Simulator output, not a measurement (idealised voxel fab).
Process module in this document: voxel transistor to metal
Cross-section cut spans 200 nm and uses square cells 5 nm in size.
Reading order for cross-sections: top band down to bottom band. Underlying form: a grid of square cells. Band size: one or more rows of cells.
First you get the band's top height and its bottom height, in nm, and then the materials it's made of, left to right, with each width in nm. If you see a single material with "everywhere", that one covers the band edge to edge. "blank" is empty space.
Heads up on the height convention: 0 is the point under which the incoming wafer is all one material, and the lowest band has no bottom, it just keeps going down, like "top 0, no bottom".
The two numbers in a width such as "30..40" mark its ends across the band: the first belongs to the top row of cells, the second to the bottom row, and from each row to the next the width moves by the same amount.
What does "all unchanged" mean for a step? It means no cell of the cross-section changed in that step.
"Closed internal voids": sealed empty spaces, 8 cells or more, no open way to top, listed width x height at distance, with distance from the left edge and width, height and distance in nm.
Note: text after step settings on the step line = simulator remark on that step.
A step line may carry the setting "overlay nm", which, for steps involving a mask, states the distance by which the mask lay to the right of its intended position; negative values denote displacement to the left.
**The process steps that were planned are listed below**
step 1: RECEIVE | material Si
step 2: CONFORMAL_DEP | material SiO2 | thk nm 5
step 3: CONFORMAL_DEP | material SiN | thk nm 15
step 4: MASKED_ETCH | tone cover | mask id ACTIVE | width nm 110 | etch materials SiN | depth nm 15 | overlay nm 0
step 5: MASKED_ETCH | tone cover | mask id ACTIVE | width nm 110 | etch materials SiO2 | depth nm 5 | overlay nm 0
step 6: MASKED_ETCH | tone cover | mask id ACTIVE | width nm 100 | etch materials Si | depth nm 30 | overlay nm 0
step 7: FILL_DEP | material SiO2 | thk nm 15
step 8: CMP | height nm 20
step 9: SELECTIVE_ETCH | etch materials SiO2 | depth nm 5
step 10: STRIP | etch materials SiN
step 11: SELECTIVE_ETCH | etch materials SiO2 | depth nm 5
step 12: OXIDIZE | depth nm 5
step 13: DIRECTIONAL_DEP | material polySi | thk nm 20
step 14: DIRECTIONAL_DEP | material SiCN | thk nm 10
step 15: PATTERN | tone cover | mask id GATE | material resist | width nm 20 | thk nm 20 | overlay nm 0
step 16: DIRECTIONAL_ETCH | etch materials SiCN | depth nm 20
step 17: DIRECTIONAL_ETCH | etch materials polySi | depth nm 30
step 18: STRIP | etch materials resist
step 19: CONFORMAL_DEP | material SiN | thk nm 5
step 20: DIRECTIONAL_ETCH | etch materials SiN | depth nm 5
step 21: DIRECTIONAL_ETCH | etch materials SiO2 | depth nm 5
step 22: DIRECTIONAL_ETCH | etch materials Si | depth nm 10
step 23: EPI | material SiGe | thk nm 10
step 24: FILL_DEP | material SiO2 | thk nm 10
step 25: CMP | height nm 30
step 26: DIRECTIONAL_DEP | material SiO2 | thk nm 10
step 27: MASKED_ETCH | tone open | mask id CONTACT | width nm 15 | pitch nm 75 | etch materials SiO2 | depth nm 45 | overlay nm 0
step 28: CONFORMAL_DEP | material TiN | thk nm 5
step 29: FILL_DEP | material W | thk nm 10
step 30: CMP | height nm 40
step 31: CONFORMAL_DEP | material SiCN | thk nm 5
step 32: DIRECTIONAL_DEP | material lowk | thk nm 20
step 33: MASKED_ETCH | tone open | mask id METAL_1 | width nm 15 | pitch nm 75 | etch materials lowk | depth nm 20 | overlay nm 0
step 34: MASKED_ETCH | tone open | mask id METAL_1 | width nm 15 | pitch nm 75 | etch materials SiCN | depth nm 5 | overlay nm 0
step 35: CONFORMAL_DEP | material TiN | thk nm 5
step 36: FILL_DEP | material Cu | thk nm 5
step 37: CMP | height nm 65
step 38: EPI | material Ru | thk nm 5
step 39: FILL_DEP | material SiCN | thk nm 5
Be aware that, although all wafers share a common starting state, the width nm at step 6 differs among them, and the plan displays the first wafer's value.
**Here's the first of the wafers in cross-section, just as we got it, i.e. after step 1**
top 0, no bottom = Si everywhere
Closed internal voids: none
**Cross-section of the first of several wafers once the module has run through its last step, step 39**
top 75, bottom 70 = SiCN everywhere
top 70, bottom 65 = SiCN=50 | Ru=25 | SiCN=50 | Ru=25 | SiCN=50
top 65, bottom 45 = lowk=55 | TiN=5 | Cu=5 | TiN=5 | lowk=60 | TiN=5 | Cu=5 | TiN=5 | lowk=55
top 45, bottom 40 = SiCN=55 | TiN=15 | SiCN=60 | TiN=15 | SiCN=55
top 40, bottom 30 = SiO2=55 | TiN=5 | W=5 | TiN=5 | SiO2=60 | TiN=5 | W=5 | TiN=5 | SiO2=55
top 30, bottom 20 = SiO2=55 | TiN=5 | W=5 | TiN=5 | SiO2=15 | SiN=5 | SiCN=20 | SiN=5 | SiO2=15 | TiN=5 | W=5 | TiN=5 | SiO2=55
top 20, bottom 10 = SiO2=55 | TiN=5 | W=5 | TiN=5 | SiO2=15 | SiN=5 | polySi=20 | SiN=5 | SiO2=15 | TiN=5 | W=5 | TiN=5 | SiO2=55
top 10, bottom 5 = SiO2=40 | SiN=5 | SiO2=10 | TiN=5 | W=5 | TiN=5 | SiO2=15 | SiN=5 | polySi=20 | SiN=5 | SiO2=15 | TiN=5 | W=5 | TiN=5 | SiO2=10 | SiN=5 | SiO2=40
top 5, bottom 0 = SiO2=40 | SiN=5 | SiO2=10 | TiN=5 | W=5 | TiN=5 | SiO2=5 | SiGe=10 | SiN=5 | polySi=20 | SiN=5 | SiGe=10 | SiO2=5 | TiN=5 | W=5 | TiN=5 | SiO2=10 | SiN=5 | SiO2=40
top 0, bottom -5 = SiO2=55 | TiN=15 | SiO2=5 | SiGe=10 | SiO2=30 | SiGe=10 | SiO2=5 | TiN=15 | SiO2=55
top -5, bottom -15 = SiO2=45 | SiGe=40 | Si=30 | SiGe=40 | SiO2=45
top -15, bottom -30 = SiO2=45 | Si=110 | SiO2=45
top -30, no bottom = Si everywhere
Closed internal voids: none
**Cross-section of the last wafer at end of module**
top 75, bottom 70 = SiCN everywhere
top 70, bottom 65 = SiCN=50 | Ru=25 | SiCN=50 | Ru=25 | SiCN=50
top 65, bottom 45 = lowk=55 | TiN=5 | Cu=5 | TiN=5 | lowk=60 | TiN=5 | Cu=5 | TiN=5 | lowk=55
top 45, bottom 40 = SiCN=55 | TiN=15 | SiCN=60 | TiN=15 | SiCN=55
top 40, bottom 30 = SiO2=55 | TiN=5 | W=5 | TiN=5 | SiO2=60 | TiN=5 | W=5 | TiN=5 | SiO2=55
top 30, bottom 20 = SiO2=55 | TiN=5 | W=5 | TiN=5 | SiO2=15 | SiN=5 | SiCN=20 | SiN=5 | SiO2=15 | TiN=5 | W=5 | TiN=5 | SiO2=55
top 20, bottom 10 = SiO2=55 | TiN=5 | W=5 | TiN=5 | SiO2=15 | SiN=5 | polySi=20 | SiN=5 | SiO2=15 | TiN=5 | W=5 | TiN=5 | SiO2=55
top 10, bottom 5 = SiO2=40 | SiN=5 | SiO2=10 | TiN=5 | W=5 | TiN=5 | SiO2=15 | SiN=5 | polySi=20 | SiN=5 | SiO2=15 | TiN=5 | W=5 | TiN=5 | SiO2=10 | SiN=5 | SiO2=40
top 5, bottom 0 = SiO2=40 | SiN=5 | SiGe=10 | TiN=5 | W=5 | TiN=5 | SiO2=5 | SiGe=10 | SiN=5 | polySi=20 | SiN=5 | SiGe=10 | SiO2=5 | TiN=5 | W=5 | TiN=5 | SiGe=10 | SiN=5 | SiO2=40
top 0, bottom -5 = SiO2=45 | SiGe=10 | TiN=15 | SiO2=5 | SiGe=10 | SiO2=30 | SiGe=10 | SiO2=5 | TiN=15 | SiGe=10 | SiO2=45
top -5, bottom -15 = SiO2=40 | Si=5 | SiGe=40 | Si=30 | SiGe=40 | Si=10 | SiO2=35
top -15, bottom -30 = SiO2=40 | Si=125 | SiO2=35
top -30, no bottom = Si everywhere
Closed internal voids: none
**Below: a row per wafer. Contents at end of module: for every material, cells gained since receipt (+) or lost since receipt (-); then closed voids**
width nm 100 | +8 Cu | +10 Ru | -162 Si | +112 SiCN | +40 SiGe | +16 SiN | +348 SiO2 | +60 TiN | +16 W | +136 lowk | +16 polySi | Closed internal voids: none
width nm 105 | +8 Cu | +10 Ru | -162 Si | +112 SiCN | +40 SiGe | +16 SiN | +348 SiO2 | +60 TiN | +16 W | +136 lowk | +16 polySi | Closed internal voids: none
width nm 110 | +8 Cu | +10 Ru | -162 Si | +112 SiCN | +40 SiGe | +16 SiN | +348 SiO2 | +60 TiN | +16 W | +136 lowk | +16 polySi | Closed internal voids: none
width nm 115 | +8 Cu | +10 Ru | -157 Si | +112 SiCN | +44 SiGe | +16 SiN | +339 SiO2 | +60 TiN | +16 W | +136 lowk | +16 polySi | Closed internal voids: none
width nm 120 | +8 Cu | +10 Ru | -152 Si | +112 SiCN | +48 SiGe | +16 SiN | +330 SiO2 | +60 TiN | +16 W | +136 lowk | +16 polySi | Closed internal voids: none
width nm 125 | +8 Cu | +10 Ru | -147 Si | +112 SiCN | +48 SiGe | +16 SiN | +325 SiO2 | +60 TiN | +16 W | +136 lowk | +16 polySi | Closed internal voids: none
